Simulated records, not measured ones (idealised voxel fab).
Process module name: voxel double patterning
Shown is cross-section cut, with a width of 265 nm and square cells of size 5 nm.
Format of a cross-section: grid, square cells. Given as bands. Order: top down. Band: one or more rows of cells.
What a band's entry tells you: where the top is and where the bottom is, as heights in nm, and after that what lies inside, material by material from left to right, each with its width in nm. Empty space is written as the word "empty", and a single material marked with the word "full width" occupies the band from edge to edge.
A quick word on heights: they are counted from 0, and under that level the wafer as it came to us is one material throughout. The lowest band is different from the rest in having no bottom; it simply continues downward, written as in "0 nm and below".
So if you see something like "30 to 40" for the width, read it as the top row of the band sitting at the first number and the bottom row at the second, with every row in between moving by the same amount as the last.
"left unchanged", as given for a step, is the statement that not any cell of the cross-section underwent a change during that step.
The label "Enclosed cavity list" introduces a list of the empty spaces, 8 cells or larger, that have no open way up to the top; each entry in it reads width x height at distance, where the distance is taken from the left edge and all three are stated in nm.
Read whatever lies past the settings on a step's line as the simulator's own remark about the step.
overlay nm: mask offset rightward from planned place, masked step; negative means leftward offset.

THE FOLLOWING LIST GIVES THE PLANNED PROCESS STEPS
1) RECEIVE [material Si]
2) CONFORMAL_DEP [material SiO2] [thk nm 5]
3) DIRECTIONAL_DEP [material polySi] [thk nm 20]
4) DIRECTIONAL_DEP [material SiN] [thk nm 5]
5) PATTERN [tone open] [mask id FIRST] [material resist] [width nm 15] [pitch nm 50] [thk nm 15] [overlay nm 0]
6) DIRECTIONAL_ETCH [etch materials SiN] [depth nm 5]
7) STRIP [etch materials resist]
8) DIRECTIONAL_DEP [material aC] [thk nm 10]
9) PATTERN [tone open] [mask id SECOND] [material resist] [width nm 15] [pitch nm 50] [thk nm 30] [overlay nm 0]
10) DIRECTIONAL_ETCH [etch materials aC] [depth nm 10]
11) STRIP [etch materials resist]
12) DIRECTIONAL_ETCH [etch materials SiN] [depth nm 5]
13) STRIP [etch materials aC]
14) DIRECTIONAL_ETCH [etch materials polySi] [depth nm 20]
15) STRIP [etch materials SiN]

SO, THE FIRST OF OUR TWO WAFERS, RUN JUST AS WE PLANNED IT

WAFER AS RECEIVED: CROSS-SECTION FOLLOWING STEP 1
    0 nm and below | Si full width
    Enclosed cavity list: none

HOW THE WAFER STANDS IN SECTION AFTER STEP 2
    5 nm to 0 nm | SiO2 full width
    Everything below 0 is unchanged.

HOW THE WAFER STANDS IN SECTION AFTER STEP 3
    25 nm to 5 nm | polySi full width
    Everything below 5 is unchanged.

HOW THE WAFER STANDS IN SECTION AFTER STEP 4
    30 nm to 25 nm | SiN full width
    Everything below 25 is unchanged.

HOW THE WAFER STANDS IN SECTION AFTER STEP 5
    45 nm to 30 nm | resist 75  empty 15  resist 35  empty 15  resist 35  empty 15  resist 75
    Everything below 30 is unchanged.

HOW THE WAFER STANDS IN SECTION AFTER STEP 6
    45 nm to 30 nm | resist 75  empty 15  resist 35  empty 15  resist 35  empty 15  resist 75
    30 nm to 25 nm | SiN 75  empty 15  SiN 35  empty 15  SiN 35  empty 15  SiN 75
    Everything below 25 is unchanged.

HOW THE WAFER STANDS IN SECTION AFTER STEP 7
    30 nm to 25 nm | SiN 75  empty 15  SiN 35  empty 15  SiN 35  empty 15  SiN 75
    Everything below 25 is unchanged.

HOW THE WAFER STANDS IN SECTION AFTER STEP 8
    40 nm to 35 nm | aC 75  empty 15  aC 35  empty 15  aC 35  empty 15  aC 75
    35 nm to 30 nm | aC full width
    30 nm to 25 nm | SiN 75  aC 15  SiN 35  aC 15  SiN 35  aC 15  SiN 75
    Everything below 25 is unchanged.

HOW THE WAFER STANDS IN SECTION AFTER STEP 9
    70 nm to 40 nm | resist 100  empty 15  resist 35  empty 15  resist 100
    40 nm to 35 nm | aC 75  resist 15  aC 35  resist 15  aC 35  resist 15  aC 75
    Everything below 35 is unchanged.

HOW THE WAFER STANDS IN SECTION AFTER STEP 10
    60 nm to 40 nm | resist 100  empty 15  resist 35  empty 15  resist 100
    40 nm to 35 nm | aC 75  resist 15  aC 10  empty 15  aC 10  resist 15  aC 10  empty 15  aC 10  resist 15  aC 75
    35 nm to 30 nm | aC 100  empty 15  aC 35  empty 15  aC 100
    Everything below 30 is unchanged.

HOW THE WAFER STANDS IN SECTION AFTER STEP 11
    40 nm to 35 nm | aC 75  empty 15  aC 10  empty 15  aC 10  empty 15  aC 10  empty 15  aC 10  empty 15  aC 75
    Everything below 35 is unchanged.

HOW THE WAFER STANDS IN SECTION AFTER STEP 12
    40 nm to 35 nm | aC 75  empty 15  aC 10  empty 15  aC 10  empty 15  aC 10  empty 15  aC 10  empty 15  aC 75
    35 nm to 30 nm | aC 100  empty 15  aC 35  empty 15  aC 100
    30 nm to 25 nm | SiN 75  aC 15  SiN 10  empty 15  SiN 10  aC 15  SiN 10  empty 15  SiN 10  aC 15  SiN 75
    Everything below 25 is unchanged.

HOW THE WAFER STANDS IN SECTION AFTER STEP 13
    30 nm to 25 nm | SiN 75  empty 15  SiN 10  empty 15  SiN 10  empty 15  SiN 10  empty 15  SiN 10  empty 15  SiN 75
    Everything below 25 is unchanged.

HOW THE WAFER STANDS IN SECTION AFTER STEP 14
    30 nm to 25 nm | SiN 75  empty 15  SiN 10  empty 15  SiN 10  empty 15  SiN 10  empty 15  SiN 10  empty 15  SiN 75
    25 nm to 5 nm | polySi 75  empty 15  polySi 10  empty 15  polySi 10  empty 15  polySi 10  empty 15  polySi 10  empty 15  polySi 75
    Everything below 5 is unchanged.

HOW THE WAFER STANDS IN SECTION AFTER STEP 15
    25 nm to 5 nm | polySi 75  empty 15  polySi 10  empty 15  polySi 10  empty 15  polySi 10  empty 15  polySi 10  empty 15  polySi 75
    Everything below 5 is unchanged.

THE SECOND WAFER: COMMON ORIGIN AND PLAN, ONE MISTAKE IN EXECUTION, IDENTICAL TO THE FIRST THROUGH STEP 4

THE SECOND WAFER IN CROSS-SECTION, AT THE PLANNED CLOSE OF STEP 5
    45 nm to 30 nm | resist 80  empty 15  resist 35  empty 15  resist 35  empty 15  resist 70
    Everything below 30 is unchanged.

THE SECOND WAFER IN CROSS-SECTION, AT THE PLANNED CLOSE OF STEP 6
    45 nm to 30 nm | resist 80  empty 15  resist 35  empty 15  resist 35  empty 15  resist 70
    30 nm to 25 nm | SiN 80  empty 15  SiN 35  empty 15  SiN 35  empty 15  SiN 70
    Everything below 25 is unchanged.

THE SECOND WAFER IN CROSS-SECTION, AT THE PLANNED CLOSE OF STEP 7
    30 nm to 25 nm | SiN 80  empty 15  SiN 35  empty 15  SiN 35  empty 15  SiN 70
    Everything below 25 is unchanged.

THE SECOND WAFER IN CROSS-SECTION, AT THE PLANNED CLOSE OF STEP 8
    40 nm to 35 nm | aC 80  empty 15  aC 35  empty 15  aC 35  empty 15  aC 70
    35 nm to 30 nm | aC full width
    30 nm to 25 nm | SiN 80  aC 15  SiN 35  aC 15  SiN 35  aC 15  SiN 70
    Everything below 25 is unchanged.

THE SECOND WAFER IN CROSS-SECTION, AT THE PLANNED CLOSE OF STEP 9
    70 nm to 40 nm | resist 100  empty 15  resist 35  empty 15  resist 100
    40 nm to 35 nm | aC 80  resist 15  aC 35  resist 15  aC 35  resist 15  aC 70
    Everything below 35 is unchanged.

THE SECOND WAFER IN CROSS-SECTION, AT THE PLANNED CLOSE OF STEP 10
    60 nm to 40 nm | resist 100  empty 15  resist 35  empty 15  resist 100
    40 nm to 35 nm | aC 80  resist 15  aC 5  empty 15  aC 15  resist 15  aC 5  empty 15  aC 15  resist 15  aC 70
    35 nm to 30 nm | aC 100  empty 15  aC 35  empty 15  aC 100
    Everything below 30 is unchanged.

THE SECOND WAFER IN CROSS-SECTION, AT THE PLANNED CLOSE OF STEP 11
    40 nm to 35 nm | aC 80  empty 15  aC 5  empty 15  aC 15  empty 15  aC 5  empty 15  aC 15  empty 15  aC 70
    Everything below 35 is unchanged.

THE SECOND WAFER IN CROSS-SECTION, AT THE PLANNED CLOSE OF STEP 12
    40 nm to 35 nm | aC 80  empty 15  aC 5  empty 15  aC 15  empty 15  aC 5  empty 15  aC 15  empty 15  aC 70
    35 nm to 30 nm | aC 100  empty 15  aC 35  empty 15  aC 100
    30 nm to 25 nm | SiN 80  aC 15  SiN 5  empty 15  SiN 15  aC 15  SiN 5  empty 15  SiN 15  aC 15  SiN 70
    Everything below 25 is unchanged.

THE SECOND WAFER IN CROSS-SECTION, AT THE PLANNED CLOSE OF STEP 13
    30 nm to 25 nm | SiN 80  empty 15  SiN 5  empty 15  SiN 15  empty 15  SiN 5  empty 15  SiN 15  empty 15  SiN 70
    Everything below 25 is unchanged.

THE SECOND WAFER IN CROSS-SECTION, AT THE PLANNED CLOSE OF STEP 14
    30 nm to 25 nm | SiN 80  empty 15  SiN 5  empty 15  SiN 15  empty 15  SiN 5  empty 15  SiN 15  empty 15  SiN 70
    25 nm to 5 nm | polySi 80  empty 15  polySi 5  empty 15  polySi 15  empty 15  polySi 5  empty 15  polySi 15  empty 15  polySi 70
    Everything below 5 is unchanged.

THE SECOND WAFER IN CROSS-SECTION, AT THE PLANNED CLOSE OF STEP 15
    25 nm to 5 nm | polySi 80  empty 15  polySi 5  empty 15  polySi 15  empty 15  polySi 5  empty 15  polySi 15  empty 15  polySi 70
    Everything below 5 is unchanged.
What broke from the plan during processing? step 5 ran with different settings than intended, the actual operation and settings being PATTERN [tone open] [mask id FIRST] [material resist] [width nm 15] [pitch nm 50] [thk nm 15] [overlay nm 5]
In the final comparison it is observed that the number of cells assigned to each material is identical for the two wafers, whereas their placement is not.
